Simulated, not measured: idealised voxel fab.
process module | voxel air gaps
cross-section cut | 170 nm wide | cells 5 nm
A cross-section is a grid of square cells, given in bands from the top down. A band is one or more rows of cells.
Each band's line starts with the height of the band's top and of its bottom, in nm. Then come its materials from left to right, each with its width in nm. One material with "throughout" fills the band from edge to edge. "air" is empty space.
Height 0 is the level under which the wafer as received is all one material. The lowest band goes on downwards, as in "0 down".
A width such as "30 to 40" changes by the same amount from each row of cells to the next, from the band's top row to its bottom row.
"no change" after a step means that no cell of the cross-section changed.
closed voids: empty space of 8 cells or more with no open way to the top, each as width x height at its distance from the left edge, in nm
after a step's settings: what the simulator itself notes on the step
overlay nm, on a step with a mask: how far to the right of its planned place the mask lay; to the left if negative
plan
1 op RECEIVE | material Si
2 op CONFORMAL_DEP | material SiO2 | thk nm 15
3 op CONFORMAL_DEP | material SiCN | thk nm 5
4 op DIRECTIONAL_DEP | material lowk | thk nm 35
5 op MASKED_ETCH | tone open | mask id LINES | width nm 20 | pitch nm 50 | etch materials lowk | depth nm 35 | overlay nm 0
6 op CONFORMAL_DEP | material TiN | thk nm 5
7 op FILL_DEP | material Ru | thk nm 5
8 op CMP | height nm 55
9 op EPI | material Ru | thk nm 10
10 op SELECTIVE_ETCH | etch materials lowk | depth nm 45
11 op CONFORMAL_DEP | material SiCN | thk nm 5
as received, after step 1
  0 down: Si throughout
  closed voids: none
first wafer at the end, as planned
  70 to 65: air 10 | SiCN 150 | air 10
  65 to 55: air 10 | SiCN 5 | Ru 40 | SiCN 10 | Ru 40 | SiCN 10 | Ru 40 | SiCN 5 | air 10
  55 to 50: air 10 | SiCN 15 | TiN 5 | Ru 10 | TiN 5 | SiCN 30 | TiN 5 | Ru 10 | TiN 5 | SiCN 30 | TiN 5 | Ru 10 | TiN 5 | SiCN 15 | air 10
  50 to 25: air 20 | SiCN 5 | TiN 5 | Ru 10 | TiN 5 | SiCN 5 | air 20 | SiCN 5 | TiN 5 | Ru 10 | TiN 5 | SiCN 5 | air 20 | SiCN 5 | TiN 5 | Ru 10 | TiN 5 | SiCN 5 | air 20
  25 to 20: SiCN 25 | TiN 20 | SiCN 30 | TiN 20 | SiCN 30 | TiN 20 | SiCN 25
  20 to 15: SiCN throughout
  15 to 0: SiO2 throughout
  0 down: Si throughout
  closed voids: 20 x 25 at 50; 20 x 25 at 100
second wafer at the end: like start, like plan, one mistake
  65 to 60: air 10 | SiCN 150 | air 10
  60 to 50: air 10 | SiCN 5 | Ru 40 | SiCN 10 | Ru 40 | SiCN 10 | Ru 40 | SiCN 5 | air 10
  50 to 45: air 10 | SiCN 15 | TiN 5 | Ru 10 | TiN 5 | SiCN 30 | TiN 5 | Ru 10 | TiN 5 | SiCN 30 | TiN 5 | Ru 10 | TiN 5 | SiCN 15 | air 10
  45 to 25: air 20 | SiCN 5 | TiN 5 | Ru 10 | TiN 5 | SiCN 5 | air 20 | SiCN 5 | TiN 5 | Ru 10 | TiN 5 | SiCN 5 | air 20 | SiCN 5 | TiN 5 | Ru 10 | TiN 5 | SiCN 5 | air 20
  25 to 20: SiCN 25 | TiN 20 | SiCN 30 | TiN 20 | SiCN 30 | TiN 20 | SiCN 25
  20 to 15: SiCN throughout
  15 to 0: SiO2 throughout
  0 down: Si throughout
  closed voids: 20 x 20 at 50; 20 x 20 at 100
what went wrong: step 8 ran as: op CMP | height nm 50
at the end the second wafer has, in cells: 6 fewer of Ru | 6 fewer of SiCN | 6 fewer of TiN
